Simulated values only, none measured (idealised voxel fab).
process module | voxel capacitor over wiring
cross-section cut | 275 nm wide | cells 5 nm
A cross-section is a grid of square cells, given in bands from the top down. A band is one or more rows of cells.
Each band's line starts with the height of the band's top and of its bottom, in nm. Then come its materials from left to right, each with its width in nm. One material with "throughout" fills the band from edge to edge. "air" is empty space.
Height 0 is the level under which the wafer as received is all one material. The lowest band goes on downwards, as in "0 down".
A width such as "30 to 40" changes by the same amount from each row of cells to the next, from the band's top row to its bottom row.
"no change" after a step means that no cell of the cross-section changed.
closed voids: empty space of 8 cells or more with no open way to the top, each as width x height at its distance from the left edge, in nm
after a step's settings: what the simulator itself notes on the step
overlay nm, on a step with a mask: how far to the right of its planned place the mask lay; to the left if negative
plan
1 op RECEIVE | material Si
2 op CONFORMAL_DEP | material SiO2 | thk nm 10
3 op DIRECTIONAL_DEP | material TiN | thk nm 5
4 op DIRECTIONAL_DEP | material Ru | thk nm 15
5 op DIRECTIONAL_DEP | material aC | thk nm 10
6 op PATTERN | tone cover | mask id METAL_1 | material resist | width nm 25 | pitch nm 85 | thk nm 30 | overlay nm 0
7 op DIRECTIONAL_ETCH | etch materials aC | depth nm 10
8 op STRIP | etch materials resist
9 op DIRECTIONAL_ETCH | etch materials Ru | depth nm 15
10 op DIRECTIONAL_ETCH | etch materials TiN | depth nm 5
11 op STRIP | etch materials aC
12 op CONFORMAL_DEP | material SiN | thk nm 5
13 op FILL_DEP | material lowk | thk nm 5
14 op CMP | height nm 30
15 op CONFORMAL_DEP | material SiCN | thk nm 5
16 op DIRECTIONAL_DEP | material lowk | thk nm 20
17 op PATTERN | tone open | mask id PLUG_1 | material resist | width nm 15 | thk nm 15 | overlay nm 0
18 op DIRECTIONAL_ETCH | etch materials lowk | depth nm 20
19 op DIRECTIONAL_ETCH | etch materials SiCN | depth nm 5
20 op STRIP | etch materials resist
21 op EPI | material Ru | thk nm 10
22 op EPI | material Ru | thk nm 10
23 op EPI | material Ru | thk nm 5
24 op DIRECTIONAL_DEP | material TiN | thk nm 5
25 op DIRECTIONAL_DEP | material Al2O3 | thk nm 5
26 op DIRECTIONAL_DEP | material TiN | thk nm 5
27 op PATTERN | tone cover | mask id UPPER_PLATE | material resist | width nm 65 | thk nm 20 | overlay nm 0
28 op DIRECTIONAL_ETCH | etch materials TiN | depth nm 5
29 op DIRECTIONAL_ETCH | etch materials Al2O3 | depth nm 5
30 op STRIP | etch materials resist
31 op PATTERN | tone cover | mask id LOWER_PLATE | material resist | width nm 75 | thk nm 20 | overlay nm 0
32 op DIRECTIONAL_ETCH | etch materials TiN | depth nm 5
33 op STRIP | etch materials resist
34 op FILL_DEP | material SiO2 | thk nm 20
35 op CMP | height nm 85
36 op PATTERN | tone open | mask id PLUG_2 | material resist | width nm 15 | thk nm 20 | overlay nm 0
37 op DIRECTIONAL_ETCH | etch materials SiO2 | depth nm 15
38 op STRIP | etch materials resist
39 op CONFORMAL_DEP | material TiN | thk nm 5
40 op FILL_DEP | material W | thk nm 5
41 op CMP | height nm 85
42 op CONFORMAL_DEP | material SiCN | thk nm 5
first wafer, as planned
as received, after step 1
  0 down: Si throughout
  closed voids: none
after step 2
  10 to 0: SiO2 throughout
  below 0: unchanged
after step 3
  15 to 10: TiN throughout
  below 10: unchanged
after step 4
  30 to 15: Ru throughout
  below 15: unchanged
after step 5
  40 to 30: aC throughout
  below 30: unchanged
after step 6
  70 to 40: air 80 | resist 25 | air 60 | resist 25 | air 85
  below 40: unchanged
after step 7
  60 to 40: air 80 | resist 25 | air 60 | resist 25 | air 85
  40 to 30: air 80 | aC 25 | air 60 | aC 25 | air 85
  below 30: unchanged
after step 8
  40 to 30: air 80 | aC 25 | air 60 | aC 25 | air 85
  below 30: unchanged
after step 9
  40 to 30: air 80 | aC 25 | air 60 | aC 25 | air 85
  30 to 15: air 80 | Ru 25 | air 60 | Ru 25 | air 85
  below 15: unchanged
after step 10
  40 to 30: air 80 | aC 25 | air 60 | aC 25 | air 85
  30 to 15: air 80 | Ru 25 | air 60 | Ru 25 | air 85
  15 to 10: air 80 | TiN 25 | air 60 | TiN 25 | air 85
  below 10: unchanged
after step 11
  30 to 15: air 80 | Ru 25 | air 60 | Ru 25 | air 85
  below 15: unchanged
after step 12
  35 to 30: air 75 | SiN 35 | air 50 | SiN 35 | air 80
  30 to 15: air 75 | SiN 5 | Ru 25 | SiN 5 | air 50 | SiN 5 | Ru 25 | SiN 5 | air 80
  15 to 10: SiN 80 | TiN 25 | SiN 60 | TiN 25 | SiN 85
  below 10: unchanged
after step 13
  40 to 35: lowk throughout
  35 to 30: lowk 75 | SiN 35 | lowk 50 | SiN 35 | lowk 80
  30 to 15: lowk 75 | SiN 5 | Ru 25 | SiN 5 | lowk 50 | SiN 5 | Ru 25 | SiN 5 | lowk 80
  below 15: unchanged
after step 14
  30 to 15: lowk 75 | SiN 5 | Ru 25 | SiN 5 | lowk 50 | SiN 5 | Ru 25 | SiN 5 | lowk 80
  below 15: unchanged
after step 15
  35 to 30: SiCN throughout
  below 30: unchanged
after step 16
  55 to 35: lowk throughout
  below 35: unchanged
after step 17
  70 to 55: resist 90 | air 15 | resist 170
  below 55: unchanged
after step 18
  70 to 55: resist 90 | air 15 | resist 170
  55 to 35: lowk 90 | air 15 | lowk 170
  below 35: unchanged
after step 19
  70 to 55: resist 90 | air 15 | resist 170
  55 to 35: lowk 90 | air 15 | lowk 170
  35 to 30: SiCN 90 | air 15 | SiCN 170
  below 30: unchanged
after step 20
  55 to 35: lowk 90 | air 15 | lowk 170
  below 35: unchanged
after step 21
  55 to 40: lowk 90 | air 15 | lowk 170
  40 to 35: lowk 90 | Ru 15 | lowk 170
  35 to 30: SiCN 90 | Ru 15 | SiCN 170
  below 30: unchanged
after step 22
  55 to 50: lowk 90 | air 15 | lowk 170
  50 to 35: lowk 90 | Ru 15 | lowk 170
  below 35: unchanged
after step 23
  55 to 35: lowk 90 | Ru 15 | lowk 170
  below 35: unchanged
after step 24
  60 to 55: TiN throughout
  below 55: unchanged
after step 25
  65 to 60: Al2O3 throughout
  below 60: unchanged
after step 26
  70 to 65: TiN throughout
  below 65: unchanged
after step 27
  90 to 70: air 90 | resist 65 | air 120
  below 70: unchanged
after step 28
  90 to 70: air 90 | resist 65 | air 120
  70 to 65: air 90 | TiN 65 | air 120
  below 65: unchanged
after step 29
  90 to 70: air 90 | resist 65 | air 120
  70 to 65: air 90 | TiN 65 | air 120
  65 to 60: air 90 | Al2O3 65 | air 120
  below 60: unchanged
after step 30
  70 to 65: air 90 | TiN 65 | air 120
  below 65: unchanged
after step 31
  90 to 70: air 85 | resist 75 | air 115
  70 to 65: air 85 | resist 5 | TiN 65 | resist 5 | air 115
  65 to 60: air 85 | resist 5 | Al2O3 65 | resist 5 | air 115
  below 60: unchanged
after step 32
  90 to 70: air 85 | resist 75 | air 115
  70 to 65: air 85 | resist 5 | TiN 65 | resist 5 | air 115
  65 to 60: air 85 | resist 5 | Al2O3 65 | resist 5 | air 115
  60 to 55: air 85 | TiN 75 | air 115
  below 55: unchanged
after step 33
  70 to 65: air 90 | TiN 65 | air 120
  65 to 60: air 90 | Al2O3 65 | air 120
  below 60: unchanged
after step 34
  90 to 70: SiO2 throughout
  70 to 65: SiO2 90 | TiN 65 | SiO2 120
  65 to 60: SiO2 90 | Al2O3 65 | SiO2 120
  60 to 55: SiO2 85 | TiN 75 | SiO2 115
  below 55: unchanged
after step 35
  85 to 70: SiO2 throughout
  below 70: unchanged
after step 36
  105 to 85: resist 100 | air 15 | resist 160
  below 85: unchanged
after step 37
  105 to 85: resist 100 | air 15 | resist 160
  85 to 70: SiO2 100 | air 15 | SiO2 160
  below 70: unchanged
after step 38
  85 to 70: SiO2 100 | air 15 | SiO2 160
  below 70: unchanged
after step 39
  90 to 85: TiN 105 | air 5 | TiN 165
  85 to 75: SiO2 100 | TiN 5 | air 5 | TiN 5 | SiO2 160
  75 to 65: SiO2 100 to 90 | TiN 15 to 65 | SiO2 160 to 120
  below 65: unchanged
after step 40
  95 to 90: W throughout
  90 to 85: TiN 105 | W 5 | TiN 165
  85 to 75: SiO2 100 | TiN 5 | W 5 | TiN 5 | SiO2 160
  below 75: unchanged
after step 41
  85 to 75: SiO2 100 | TiN 5 | W 5 | TiN 5 | SiO2 160
  below 75: unchanged
after step 42
  90 to 85: SiCN throughout
  below 85: unchanged
second wafer: like start, like plan, one mistake. Through step 12 it matches the first wafer
when step 13 should have ended
  40 to 35: SiO2 throughout
  35 to 30: SiO2 75 | SiN 35 | SiO2 50 | SiN 35 | SiO2 80
  30 to 15: SiO2 75 | SiN 5 | Ru 25 | SiN 5 | SiO2 50 | SiN 5 | Ru 25 | SiN 5 | SiO2 80
  below 15: unchanged
when step 14 should have ended
  30 to 15: SiO2 75 | SiN 5 | Ru 25 | SiN 5 | SiO2 50 | SiN 5 | Ru 25 | SiN 5 | SiO2 80
  below 15: unchanged
when step 15 should have ended
  35 to 30: SiCN throughout
  below 30: unchanged
when step 16 should have ended
  55 to 35: lowk throughout
  below 35: unchanged
when step 17 should have ended
  70 to 55: resist 90 | air 15 | resist 170
  below 55: unchanged
when step 18 should have ended
  70 to 55: resist 90 | air 15 | resist 170
  55 to 35: lowk 90 | air 15 | lowk 170
  below 35: unchanged
when step 19 should have ended
  70 to 55: resist 90 | air 15 | resist 170
  55 to 35: lowk 90 | air 15 | lowk 170
  35 to 30: SiCN 90 | air 15 | SiCN 170
  below 30: unchanged
when step 20 should have ended
  55 to 35: lowk 90 | air 15 | lowk 170
  below 35: unchanged
when step 21 should have ended
  55 to 40: lowk 90 | air 15 | lowk 170
  40 to 35: lowk 90 | Ru 15 | lowk 170
  35 to 30: SiCN 90 | Ru 15 | SiCN 170
  below 30: unchanged
when step 22 should have ended
  55 to 50: lowk 90 | air 15 | lowk 170
  50 to 35: lowk 90 | Ru 15 | lowk 170
  below 35: unchanged
when step 23 should have ended
  55 to 35: lowk 90 | Ru 15 | lowk 170
  below 35: unchanged
when step 24 should have ended
  60 to 55: TiN throughout
  below 55: unchanged
when step 25 should have ended
  65 to 60: Al2O3 throughout
  below 60: unchanged
when step 26 should have ended
  70 to 65: TiN throughout
  below 65: unchanged
when step 27 should have ended
  90 to 70: air 90 | resist 65 | air 120
  below 70: unchanged
when step 28 should have ended
  90 to 70: air 90 | resist 65 | air 120
  70 to 65: air 90 | TiN 65 | air 120
  below 65: unchanged
when step 29 should have ended
  90 to 70: air 90 | resist 65 | air 120
  70 to 65: air 90 | TiN 65 | air 120
  65 to 60: air 90 | Al2O3 65 | air 120
  below 60: unchanged
when step 30 should have ended
  70 to 65: air 90 | TiN 65 | air 120
  below 65: unchanged
when step 31 should have ended
  90 to 70: air 85 | resist 75 | air 115
  70 to 65: air 85 | resist 5 | TiN 65 | resist 5 | air 115
  65 to 60: air 85 | resist 5 | Al2O3 65 | resist 5 | air 115
  below 60: unchanged
when step 32 should have ended
  90 to 70: air 85 | resist 75 | air 115
  70 to 65: air 85 | resist 5 | TiN 65 | resist 5 | air 115
  65 to 60: air 85 | resist 5 | Al2O3 65 | resist 5 | air 115
  60 to 55: air 85 | TiN 75 | air 115
  below 55: unchanged
when step 33 should have ended
  70 to 65: air 90 | TiN 65 | air 120
  65 to 60: air 90 | Al2O3 65 | air 120
  below 60: unchanged
when step 34 should have ended
  90 to 70: SiO2 throughout
  70 to 65: SiO2 90 | TiN 65 | SiO2 120
  65 to 60: SiO2 90 | Al2O3 65 | SiO2 120
  60 to 55: SiO2 85 | TiN 75 | SiO2 115
  below 55: unchanged
when step 35 should have ended
  85 to 70: SiO2 throughout
  below 70: unchanged
when step 36 should have ended
  105 to 85: resist 100 | air 15 | resist 160
  below 85: unchanged
when step 37 should have ended
  105 to 85: resist 100 | air 15 | resist 160
  85 to 70: SiO2 100 | air 15 | SiO2 160
  below 70: unchanged
when step 38 should have ended
  85 to 70: SiO2 100 | air 15 | SiO2 160
  below 70: unchanged
when step 39 should have ended
  90 to 85: TiN 105 | air 5 | TiN 165
  85 to 75: SiO2 100 | TiN 5 | air 5 | TiN 5 | SiO2 160
  75 to 65: SiO2 100 to 90 | TiN 15 to 65 | SiO2 160 to 120
  below 65: unchanged
when step 40 should have ended
  95 to 90: W throughout
  90 to 85: TiN 105 | W 5 | TiN 165
  85 to 75: SiO2 100 | TiN 5 | W 5 | TiN 5 | SiO2 160
  below 75: unchanged
when step 41 should have ended
  85 to 75: SiO2 100 | TiN 5 | W 5 | TiN 5 | SiO2 160
  below 75: unchanged
when step 42 should have ended
  90 to 85: SiCN throughout
  below 85: unchanged
what went wrong: step 13 ran as: op FILL_DEP | material SiO2 | thk nm 5
at the end the second wafer has, in cells: 123 more of SiO2 | 123 fewer of lowk
